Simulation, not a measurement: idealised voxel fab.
Presented below is a process module, voxel ribs on slabs.
Each square cell in cross-section cut measures 5 nm, and the section as a whole is 260 nm wide.
In this document a cross-section is written as a grid of square cells. It is given as a series of bands, listed from the top down, and a band is one or more rows of cells. Heads up on the band format: heights come first, top then bottom, in nm. After that it's the materials left to right, each with its width in nm. A single material flagged "everywhere" fills the whole band edge to edge, and "empty" means there's empty space there. Height 0 is the level under which the wafer as received is all one material. The lowest band goes on downwards, as in "from 0 down". It should be noted that a width expressed as "30 to 40" varies in equal increments from row to row of cells within the band, taking the value of the first number at the top row and that of the second number at the bottom row. Take "changes: none" at face value: in the step it is given for, the cross-section changed in none of its cells. If an empty space has no open way to the top and is at least 8 cells in size, "Listed closed voids" lists it, written width x height at distance, where distance is measured from the left edge and every value is in nm. Whatever follows a step's settings on its line is a remark the simulator itself makes about that step. overlay nm, on a step with a mask: how far to the right of its planned place the mask lay; to the left if negative.

THE STEPS PLANNED FOR THE PROCESS ARE AS FOLLOWS
1: RECEIVE [material Si]
2: DIRECTIONAL_DEP [material SiO2] [thk nm 20]
3: DIRECTIONAL_DEP [material polySi] [thk nm 25]
4: MASKED_ETCH [tone cover] [mask id RIB] [width nm 15] [etch materials polySi] [depth nm 20] [overlay nm 0]
5: DIRECTIONAL_DEP [material aC] [thk nm 15]
6: PATTERN [tone cover] [mask id SLAB] [material resist] [width nm 60] [thk nm 35] [overlay nm 0]
7: DIRECTIONAL_ETCH [etch materials aC] [depth nm 15]
8: STRIP [etch materials resist]
9: DIRECTIONAL_ETCH [etch materials polySi] [depth nm 5]
10: STRIP [etch materials aC]
11: FILL_DEP [material SiO2] [thk nm 15]
12: CMP [height nm 55]
13: DIRECTIONAL_DEP [material TiN] [thk nm 5]
14: DIRECTIONAL_DEP [material aC] [thk nm 10]
15: PATTERN [tone cover] [mask id HEATER] [material resist] [width nm 30] [thk nm 30] [overlay nm 0]
16: DIRECTIONAL_ETCH [etch materials aC] [depth nm 10]
17: STRIP [etch materials resist]
18: DIRECTIONAL_ETCH [etch materials TiN] [depth nm 5]
19: STRIP [etch materials aC]
20: CONFORMAL_DEP [material SiN] [thk nm 10]
The wafers are alike at the start. At step 4, their width nm differs. The plan lists the first wafer's value.

RECEIVED WAFERS, FIRST OF SEVERAL: CROSS-SECTION AFTER STEP 1
    from 0 down | Si everywhere
    Listed closed voids: none

MODULE FINISHED, LAST STEP 20 DONE: CROSS-SECTION OF THE FIRST OF SEVERAL WAFERS
    from 70 to 65 | empty=105; SiN=50; empty=105
    from 65 to 60 | SiN everywhere
    from 60 to 55 | SiN=115; TiN=30; SiN=115
    from 55 to 45 | SiO2 everywhere
    from 45 to 25 | SiO2=125; polySi=15; SiO2=120
    from 25 to 20 | SiO2=100; polySi=60; SiO2=100
    from 20 to 0 | SiO2 everywhere
    from 0 down | Si everywhere
    Listed closed voids: none

MODULE END, FINAL WAFER: CROSS-SECTION
    from 70 to 65 | empty=105; SiN=50; empty=105
    from 65 to 60 | SiN everywhere
    from 60 to 55 | SiN=115; TiN=30; SiN=115
    from 55 to 45 | SiO2 everywhere
    from 45 to 25 | SiO2=115; polySi=35; SiO2=110
    from 25 to 20 | SiO2=100; polySi=60; SiO2=100
    from 20 to 0 | SiO2 everywhere
    from 0 down | Si everywhere
    Listed closed voids: none

TAKE ANY ROW AND YOU HAVE A WAFER AT THE END OF THE MODULE: HOW MANY CELLS OF EACH MATERIAL IT HAS GAINED (+) OR LOST (-) SINCE IT WAS RECEIVED, AND THEN ITS CLOSED VOIDS
width nm 15; +108 SiN; +548 SiO2; +6 TiN; +24 polySi; Listed closed voids: none
width nm 20; +108 SiN; +544 SiO2; +6 TiN; +28 polySi; Listed closed voids: none
width nm 25; +108 SiN; +540 SiO2; +6 TiN; +32 polySi; Listed closed voids: none
width nm 30; +108 SiN; +536 SiO2; +6 TiN; +36 polySi; Listed closed voids: none
width nm 35; +108 SiN; +532 SiO2; +6 TiN; +40 polySi; Listed closed voids: none
